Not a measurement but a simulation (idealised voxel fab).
Documented hereafter: the process module known as voxel self aligned contacts.
The width of the displayed cross-section, cut, is 235 nm; its cells are square, with a size of 5 nm.
We lay out every cross-section as a grid of square cells and spell it out in bands from the top down, where one band means one or more rows of cells.
In this notation a band is specified by the heights of its top and bottom, in that order and in nm, after which its materials appear from left to right, each paired with its width in nm. The word "throughout" attached to a single material means that material fills the band from edge to edge; the word "empty" stands for empty space.
Where do heights start? At 0: under that level the wafer as delivered is made of one material only. And the lowest band has no floor; it just carries on downward, as in "0 and below".
Graded width ("30 to 40"): value in top row of band = first number; value in bottom row = second number; row-to-row change constant.
For the purposes of this document, the phrase "identical to before" attached to a step denotes that no cell within the cross-section was modified by that step.
Empty spaces without an open route to the top, at least 8 cells in extent, make up the entry "Closed void entries"; each is given as width x height at distance, where the distance is measured from the left edge, and all are in nm.
Note: text after step settings on the step line = simulator remark on that step.
When a step includes a mask, the "overlay nm" setting on its line states how far to the right of its planned place that mask lay, and negative values state how far to the left.

BELOW IS THE LIST OF PLANNED PROCESS STEPS
1 op RECEIVE | material Si
2 op CONFORMAL_DEP | material SiO2 | thk nm 5
3 op DIRECTIONAL_DEP | material polySi | thk nm 30
4 op DIRECTIONAL_DEP | material SiN | thk nm 20
5 op DIRECTIONAL_DEP | material aC | thk nm 10
6 op PATTERN | tone cover | mask id GATE | material resist | width nm 30 | pitch nm 65 | thk nm 25 | overlay nm 0
7 op DIRECTIONAL_ETCH | etch materials aC | depth nm 10
8 op STRIP | etch materials resist
9 op DIRECTIONAL_ETCH | etch materials SiN | depth nm 20
10 op DIRECTIONAL_ETCH | etch materials polySi | depth nm 30
11 op STRIP | etch materials aC
12 op CONFORMAL_DEP | material SiN | thk nm 10
13 op DIRECTIONAL_ETCH | etch materials SiN | depth nm 10
14 op FILL_DEP | material SiO2 | thk nm 15
15 op CMP | height nm 65
16 op PATTERN | tone open | mask id CONTACT | material resist | width nm 45 | thk nm 20 | overlay nm 0
17 op DIRECTIONAL_ETCH | etch materials SiO2 | depth nm 65
18 op STRIP | etch materials resist
19 op CONFORMAL_DEP | material TiN | thk nm 5
20 op FILL_DEP | material Ru | thk nm 5
21 op CMP | height nm 65
22 op CONFORMAL_DEP | material SiN | thk nm 5

FIRST OF TWO WAFERS: RUN AS PLANNED

WAFER CROSS-SECTION ON RECEIPT, I.E. AFTER STEP 1
- 0 and below: Si throughout
- Closed void entries: none

THE WAFER, SEEN IN CROSS-SECTION, AFTER STEP 2
- 5 down to 0: SiO2 throughout
- Unchanged below 0.

THE WAFER, SEEN IN CROSS-SECTION, AFTER STEP 3
- 35 down to 5: polySi throughout
- Unchanged below 5.

THE WAFER, SEEN IN CROSS-SECTION, AFTER STEP 4
- 55 down to 35: SiN throughout
- Unchanged below 35.

THE WAFER, SEEN IN CROSS-SECTION, AFTER STEP 5
- 65 down to 55: aC throughout
- Unchanged below 55.

THE WAFER, SEEN IN CROSS-SECTION, AFTER STEP 6
- 90 down to 65: empty 70, resist 30, empty 35, resist 30, empty 70
- Unchanged below 65.

THE WAFER, SEEN IN CROSS-SECTION, AFTER STEP 7
- 80 down to 65: empty 70, resist 30, empty 35, resist 30, empty 70
- 65 down to 55: empty 70, aC 30, empty 35, aC 30, empty 70
- Unchanged below 55.

THE WAFER, SEEN IN CROSS-SECTION, AFTER STEP 8
- 65 down to 55: empty 70, aC 30, empty 35, aC 30, empty 70
- Unchanged below 55.

THE WAFER, SEEN IN CROSS-SECTION, AFTER STEP 9
- 65 down to 55: empty 70, aC 30, empty 35, aC 30, empty 70
- 55 down to 35: empty 70, SiN 30, empty 35, SiN 30, empty 70
- Unchanged below 35.

THE WAFER, SEEN IN CROSS-SECTION, AFTER STEP 10
- 65 down to 55: empty 70, aC 30, empty 35, aC 30, empty 70
- 55 down to 35: empty 70, SiN 30, empty 35, SiN 30, empty 70
- 35 down to 5: empty 70, polySi 30, empty 35, polySi 30, empty 70
- Unchanged below 5.

THE WAFER, SEEN IN CROSS-SECTION, AFTER STEP 11
- 55 down to 35: empty 70, SiN 30, empty 35, SiN 30, empty 70
- Unchanged below 35.

THE WAFER, SEEN IN CROSS-SECTION, AFTER STEP 12
- 65 down to 35: empty 60, SiN 50, empty 15, SiN 50, empty 60
- 35 down to 15: empty 60, SiN 10, polySi 30, SiN 10, empty 15, SiN 10, polySi 30, SiN 10, empty 60
- 15 down to 5: SiN 70, polySi 30, SiN 35, polySi 30, SiN 70
- Unchanged below 5.

THE WAFER, SEEN IN CROSS-SECTION, AFTER STEP 13
- 55 down to 35: empty 60, SiN 50, empty 15, SiN 50, empty 60
- 35 down to 5: empty 60, SiN 10, polySi 30, SiN 10, empty 15, SiN 10, polySi 30, SiN 10, empty 60
- Unchanged below 5.

THE WAFER, SEEN IN CROSS-SECTION, AFTER STEP 14
- 70 down to 55: SiO2 throughout
- 55 down to 35: SiO2 60, SiN 50, SiO2 15, SiN 50, SiO2 60
- 35 down to 5: SiO2 60, SiN 10, polySi 30, SiN 10, SiO2 15, SiN 10, polySi 30, SiN 10, SiO2 60
- Unchanged below 5.

THE WAFER, SEEN IN CROSS-SECTION, AFTER STEP 15
- 65 down to 55: SiO2 throughout
- Unchanged below 55.

THE WAFER, SEEN IN CROSS-SECTION, AFTER STEP 16
- 85 down to 65: resist 95, empty 45, resist 95
- Unchanged below 65.

THE WAFER, SEEN IN CROSS-SECTION, AFTER STEP 17
- 85 down to 65: resist 95, empty 45, resist 95
- 65 down to 55: SiO2 95, empty 45, SiO2 95
- 55 down to 35: SiO2 60, SiN 50, empty 15, SiN 50, SiO2 60
- 35 down to 5: SiO2 60, SiN 10, polySi 30, SiN 10, empty 15, SiN 10, polySi 30, SiN 10, SiO2 60
- 5 down to 0: SiO2 110, empty 15, SiO2 110
- Unchanged below 0.

THE WAFER, SEEN IN CROSS-SECTION, AFTER STEP 18
- 65 down to 55: SiO2 95, empty 45, SiO2 95
- Unchanged below 55.

THE WAFER, SEEN IN CROSS-SECTION, AFTER STEP 19
- 70 down to 65: TiN 100, empty 35, TiN 100
- 65 down to 55: SiO2 95, TiN 5 to 20, empty 35 to 5, TiN 5 to 20, SiO2 95
- 55 down to 35: SiO2 60, SiN 50, TiN 5, empty 5, TiN 5, SiN 50, SiO2 60
- 35 down to 5: SiO2 60, SiN 10, polySi 30, SiN 10, TiN 5, empty 5, TiN 5, SiN 10, polySi 30, SiN 10, SiO2 60
- 5 down to 0: SiO2 110, TiN 15, SiO2 110
- Unchanged below 0.

THE WAFER, SEEN IN CROSS-SECTION, AFTER STEP 20
- 75 down to 70: Ru throughout
- 70 down to 65: TiN 100, Ru 35, TiN 100
- 65 down to 55: SiO2 95, TiN 5 to 20, Ru 35 to 5, TiN 5 to 20, SiO2 95
- 55 down to 35: SiO2 60, SiN 50, TiN 5, Ru 5, TiN 5, SiN 50, SiO2 60
- 35 down to 5: SiO2 60, SiN 10, polySi 30, SiN 10, TiN 5, Ru 5, TiN 5, SiN 10, polySi 30, SiN 10, SiO2 60
- Unchanged below 5.

THE WAFER, SEEN IN CROSS-SECTION, AFTER STEP 21
- 65 down to 55: SiO2 95, TiN 5 to 20, Ru 35 to 5, TiN 5 to 20, SiO2 95
- Unchanged below 55.

THE WAFER, SEEN IN CROSS-SECTION, AFTER STEP 22
- 70 down to 65: SiN throughout
- Unchanged below 65.

SECOND WAFER, SAME STARTING CONDITIONS AND RECIPE AS THE FIRST, ONE MISTAKE IN EXECUTING IT, NOTHING DIFFERS FROM THE FIRST UP TO AND INCLUDING STEP 15

SECOND WAFER SHOWN IN CROSS-SECTION AT THE TIME STEP 16 WAS SLATED TO END
- 85 down to 65: resist 85, empty 45, resist 105
- Unchanged below 65.

SECOND WAFER SHOWN IN CROSS-SECTION AT THE TIME STEP 17 WAS SLATED TO END
- 85 down to 65: resist 85, empty 45, resist 105
- 65 down to 55: SiO2 85, empty 45, SiO2 105
- 55 down to 35: SiO2 60, SiN 50, empty 15, SiN 50, SiO2 60
- 35 down to 5: SiO2 60, SiN 10, polySi 30, SiN 10, empty 15, SiN 10, polySi 30, SiN 10, SiO2 60
- 5 down to 0: SiO2 110, empty 15, SiO2 110
- Unchanged below 0.

SECOND WAFER SHOWN IN CROSS-SECTION AT THE TIME STEP 18 WAS SLATED TO END
- 65 down to 55: SiO2 85, empty 45, SiO2 105
- Unchanged below 55.

SECOND WAFER SHOWN IN CROSS-SECTION AT THE TIME STEP 19 WAS SLATED TO END
- 70 down to 65: TiN 90, empty 35, TiN 110
- 65 down to 55: SiO2 85, TiN 5 to 30, empty 35 to 5, TiN 5 to 10, SiO2 105
- 55 down to 35: SiO2 60, SiN 50, TiN 5, empty 5, TiN 5, SiN 50, SiO2 60
- 35 down to 5: SiO2 60, SiN 10, polySi 30, SiN 10, TiN 5, empty 5, TiN 5, SiN 10, polySi 30, SiN 10, SiO2 60
- 5 down to 0: SiO2 110, TiN 15, SiO2 110
- Unchanged below 0.

SECOND WAFER SHOWN IN CROSS-SECTION AT THE TIME STEP 20 WAS SLATED TO END
- 75 down to 70: Ru throughout
- 70 down to 65: TiN 90, Ru 35, TiN 110
- 65 down to 55: SiO2 85, TiN 5 to 30, Ru 35 to 5, TiN 5 to 10, SiO2 105
- 55 down to 35: SiO2 60, SiN 50, TiN 5, Ru 5, TiN 5, SiN 50, SiO2 60
- 35 down to 5: SiO2 60, SiN 10, polySi 30, SiN 10, TiN 5, Ru 5, TiN 5, SiN 10, polySi 30, SiN 10, SiO2 60
- Unchanged below 5.

SECOND WAFER SHOWN IN CROSS-SECTION AT THE TIME STEP 21 WAS SLATED TO END
- 65 down to 55: SiO2 85, TiN 5 to 30, Ru 35 to 5, TiN 5 to 10, SiO2 105
- Unchanged below 55.

SECOND WAFER SHOWN IN CROSS-SECTION AT THE TIME STEP 22 WAS SLATED TO END
- 70 down to 65: SiN throughout
- Unchanged below 65.
Deviation from plan: step 16, actual vs plan mismatch, actual run op PATTERN | tone open | mask id CONTACT | material resist | width nm 45 | thk nm 20 | overlay nm -10
End check, second vs first wafer: material counts in cells match, positions do not.
